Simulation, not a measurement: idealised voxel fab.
The name of this process module is voxel self aligned vias.
Square cell edge 5 nm, section width 275 nm, ID cut.
Bands, listed from the top down, are how a cross-section gets written in this document; the cross-section itself is a grid of square cells, and a band is one or more rows of them. Top, bottom (nm), then materials left to right with widths (nm); lone material tagged "all across" fills the whole band edge to edge; "empty" = empty space. Height 0 is the level under which the wafer as received is all one material. The lowest band goes on downwards, as in "0 nm and below". A width such as "30..40" changes by the same amount from each row of cells to the next, from the band's top row to its bottom row. For the purposes of this document, the phrase "no change occurred" attached to a step denotes that no cell within the cross-section was modified by that step. Empty spaces counting at least 8 cells and having no open way to the top are listed in "Voids, fully enclosed". The notation width x height at distance is used for each, the distance being from the left edge and all three values in nm. On each step's line, the part that comes after the settings is the simulator's own comment on the step. overlay nm, on a step with a mask: how far to the right of its planned place the mask lay; to the left if negative.

## Process steps - plan
1. RECEIVE [material Si]
2. CONFORMAL_DEP [material SiO2] [thk nm 15]
3. CONFORMAL_DEP [material SiCN] [thk nm 5]
4. DIRECTIONAL_DEP [material SiO2] [thk nm 30]
5. DIRECTIONAL_DEP [material aC] [thk nm 15]
6. PATTERN [tone open] [mask id LINES] [material resist] [width nm 20] [pitch nm 65] [thk nm 35] [overlay nm 0]
7. DIRECTIONAL_ETCH [etch materials aC] [depth nm 15]
8. STRIP [etch materials resist]
9. DIRECTIONAL_ETCH [etch materials SiO2] [depth nm 30]
10. STRIP [etch materials aC]
11. CONFORMAL_DEP [material TiN] [thk nm 5]
12. FILL_DEP [material W] [thk nm 5]
13. CMP [height nm 50]
14. SELECTIVE_ETCH [etch materials W Ru TiN] [depth nm 5]
15. FILL_DEP [material SiN] [thk nm 10]
16. CMP [height nm 50]
17. DIRECTIONAL_DEP [material SiO2] [thk nm 15]
18. DIRECTIONAL_DEP [material aC] [thk nm 15]
19. PATTERN [tone open] [mask id VIAS] [material resist] [width nm 40] [pitch nm 130] [thk nm 35] [overlay nm 0]
20. DIRECTIONAL_ETCH [etch materials aC] [depth nm 15]
21. STRIP [etch materials resist]
22. DIRECTIONAL_ETCH [etch materials SiO2] [depth nm 15]
23. DIRECTIONAL_ETCH [etch materials SiN] [depth nm 5]
24. STRIP [etch materials aC]
25. CONFORMAL_DEP [material TiN] [thk nm 5]
26. FILL_DEP [material Cu] [thk nm 5]
27. CMP [height nm 65]
28. CONFORMAL_DEP [material SiCN] [thk nm 5]

## As-received state of the wafer in cross-section, equivalent to post-step 1
    0 nm and below = Si all across
    Voids, fully enclosed: none

## As-planned run: cross-section of the first of two wafers at end of module
    70 nm to 65 nm = SiCN all across
    65 nm to 55 nm = 50 SiO2  5 TiN  30 Cu  5 TiN  90 SiO2  5 TiN  30 Cu  5 TiN  55 SiO2
    55 nm to 50 nm = 50 SiO2  15 TiN  10 Cu  15 TiN  90 SiO2  15 TiN  10 Cu  15 TiN  55 SiO2
    50 nm to 45 nm = 60 SiO2  20 TiN  45 SiO2  20 SiN  45 SiO2  20 TiN  65 SiO2
    45 nm to 25 nm = 60 SiO2  5 TiN  10 W  5 TiN  45 SiO2  5 TiN  10 W  5 TiN  45 SiO2  5 TiN  10 W  5 TiN  65 SiO2
    25 nm to 20 nm = 60 SiO2  20 TiN  45 SiO2  20 TiN  45 SiO2  20 TiN  65 SiO2
    20 nm to 15 nm = SiCN all across
    15 nm to 0 nm = SiO2 all across
    0 nm and below = Si all across
    Voids, fully enclosed: none

## Module end: cross-section of wafer two of two. Same start and process plan as the first wafer. One mistake during execution
    70 nm to 65 nm = SiCN all across
    65 nm to 55 nm = 50 SiO2  5 TiN  30 Cu  5 TiN  90 SiO2  5 TiN  30 Cu  5 TiN  55 SiO2
    55 nm to 50 nm = 50 SiO2  15 TiN  10 Cu  15 TiN  90 SiO2  15 TiN  10 Cu  15 TiN  55 SiO2
    50 nm to 45 nm = 60 SiO2  20 TiN  45 SiO2  20 SiN  45 SiO2  20 TiN  65 SiO2
    45 nm to 35 nm = 60 SiO2  20 SiN  45 SiO2  20 SiN  45 SiO2  20 SiN  65 SiO2
    35 nm to 25 nm = 60 SiO2  5 TiN  10 W  5 TiN  45 SiO2  5 TiN  10 W  5 TiN  45 SiO2  5 TiN  10 W  5 TiN  65 SiO2
    25 nm to 20 nm = 60 SiO2  20 TiN  45 SiO2  20 TiN  45 SiO2  20 TiN  65 SiO2
    20 nm to 15 nm = SiCN all across
    15 nm to 0 nm = SiO2 all across
    0 nm and below = Si all across
    Voids, fully enclosed: none
What was done differently from what was planned? step 14 was not run as planned; what actually ran was SELECTIVE_ETCH [etch materials W Ru TiN] [depth nm 15]
Bottom line after processing is that, in cells, the second wafer is up or down on some materials versus the first: SiN +24 | TiN -12 | W -12
